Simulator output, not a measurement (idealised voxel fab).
Process module, titled voxel air gaps
Section cut is 295 nm wide and gridded with 5 nm square cells.
In what follows, cross-sections appear as grids of square cells, described through bands that run from the top down, where every band is one or more rows of cells. Top height, bottom height, nm. Materials left to right, width each, nm. Single material + "full width" = fills band edge to edge. "empty" = empty. Below 0: as-received wafer, all one material; heights counted from there. Lowest band: no bottom, goes on down, written "0 -> down". Think of "30..40" as a width that walks from the first number to the second as you go down the band, top row to bottom row, taking equal-sized steps from row to row. "no alterations made" for a step: no cell of the cross-section changed in that step. "Trapped cavities": empty spaces of 8 cells or more with no open way to the top, each given as width x height at distance, distance from the left edge, all in nm. Step line, after settings: the simulator's comment on this step. overlay nm, on a step with a mask: how far to the right of its planned place the mask lay; to the left if negative.

The following list gives the planned process steps
1: RECEIVE,material Si
2: CONFORMAL_DEP,material SiO2,thk nm 15
3: CONFORMAL_DEP,material SiCN,thk nm 5
4: DIRECTIONAL_DEP,material lowk,thk nm 40
5: MASKED_ETCH,tone open,mask id LINES,width nm 20,pitch nm 50,etch materials lowk,depth nm 40,overlay nm -15
6: CONFORMAL_DEP,material TiN,thk nm 5
7: FILL_DEP,material W,thk nm 5
8: CMP,height nm 60
9: EPI,material Ru,thk nm 10
10: SELECTIVE_ETCH,etch materials lowk,depth nm 50
11: CONFORMAL_DEP,material SiCN,thk nm 5
For this document, wafers share an identical start and vary in the step 5 overlay nm; the plan quotes the first wafer's value.

First of several wafers (as received, post step 1), cross-sectional view
	0 -> down: Si full width
	Trapped cavities: none

Wafer cross-section (first of several) - module end, post step 11 (last step)
	75 -> 70: empty (30) | SiCN (200) | empty (65)
	70 -> 60: empty (30) | SiCN (5) | Ru (40) | SiCN (10) | Ru (40) | SiCN (10) | Ru (40) | SiCN (10) | Ru (40) | SiCN (5) | empty (65)
	60 -> 55: empty (30) | SiCN (15) | TiN (5) | W (10) | TiN (5) | SiCN (30) | TiN (5) | W (10) | TiN (5) | SiCN (30) | TiN (5) | W (10) | TiN (5) | SiCN (30) | TiN (5) | W (10) | TiN (5) | SiCN (15) | empty (65)
	55 -> 25: empty (40) | SiCN (5) | TiN (5) | W (10) | TiN (5) | SiCN (5) | empty (20) | SiCN (5) | TiN (5) | W (10) | TiN (5) | SiCN (5) | empty (20) | SiCN (5) | TiN (5) | W (10) | TiN (5) | SiCN (5) | empty (20) | SiCN (5) | TiN (5) | W (10) | TiN (5) | SiCN (5) | empty (75)
	25 -> 20: SiCN (45) | TiN (20) | SiCN (30) | TiN (20) | SiCN (30) | TiN (20) | SiCN (30) | TiN (20) | SiCN (80)
	20 -> 15: SiCN full width
	15 -> 0: SiO2 full width
	0 -> down: Si full width
	Trapped cavities: 20 x 30 at 70; 20 x 30 at 120; 20 x 30 at 170

Last wafer of the set, cross-sectioned at end of module
	75 -> 70: empty (60) | SiCN (200) | empty (35)
	70 -> 60: empty (60) | SiCN (5) | Ru (40) | SiCN (10) | Ru (40) | SiCN (10) | Ru (40) | SiCN (10) | Ru (40) | SiCN (5) | empty (35)
	60 -> 55: empty (60) | SiCN (15) | TiN (5) | W (10) | TiN (5) | SiCN (30) | TiN (5) | W (10) | TiN (5) | SiCN (30) | TiN (5) | W (10) | TiN (5) | SiCN (30) | TiN (5) | W (10) | TiN (5) | SiCN (15) | empty (35)
	55 -> 25: empty (70) | SiCN (5) | TiN (5) | W (10) | TiN (5) | SiCN (5) | empty (20) | SiCN (5) | TiN (5) | W (10) | TiN (5) | SiCN (5) | empty (20) | SiCN (5) | TiN (5) | W (10) | TiN (5) | SiCN (5) | empty (20) | SiCN (5) | TiN (5) | W (10) | TiN (5) | SiCN (5) | empty (45)
	25 -> 20: SiCN (75) | TiN (20) | SiCN (30) | TiN (20) | SiCN (30) | TiN (20) | SiCN (30) | TiN (20) | SiCN (50)
	20 -> 15: SiCN full width
	15 -> 0: SiO2 full width
	0 -> down: Si full width
	Trapped cavities: 20 x 30 at 100; 20 x 30 at 150; 20 x 30 at 200

Note: the following table is arranged by wafer, a row apiece. Each row reports the end-of-module state: per material, cells gained (+) or cells lost (-) compared with the wafer as received; closed voids follow
overlay nm -15 | +64 Ru | +230 SiCN | +177 SiO2 | +72 TiN | +56 W | Trapped cavities: 20 x 30 at 70; 20 x 30 at 120; 20 x 30 at 170
overlay nm -10 | +64 Ru | +230 SiCN | +177 SiO2 | +72 TiN | +56 W | Trapped cavities: 20 x 30 at 75; 20 x 30 at 125; 20 x 30 at 175
overlay nm -5 | +64 Ru | +230 SiCN | +177 SiO2 | +72 TiN | +56 W | Trapped cavities: 20 x 30 at 80; 20 x 30 at 130; 20 x 30 at 180
overlay nm 0 | +64 Ru | +230 SiCN | +177 SiO2 | +72 TiN | +56 W | Trapped cavities: 20 x 30 at 85; 20 x 30 at 135; 20 x 30 at 185
overlay nm 5 | +64 Ru | +230 SiCN | +177 SiO2 | +72 TiN | +56 W | Trapped cavities: 20 x 30 at 90; 20 x 30 at 140; 20 x 30 at 190
overlay nm 10 | +64 Ru | +230 SiCN | +177 SiO2 | +72 TiN | +56 W | Trapped cavities: 20 x 30 at 95; 20 x 30 at 145; 20 x 30 at 195
overlay nm 15 | +64 Ru | +230 SiCN | +177 SiO2 | +72 TiN | +56 W | Trapped cavities: 20 x 30 at 100; 20 x 30 at 150; 20 x 30 at 200
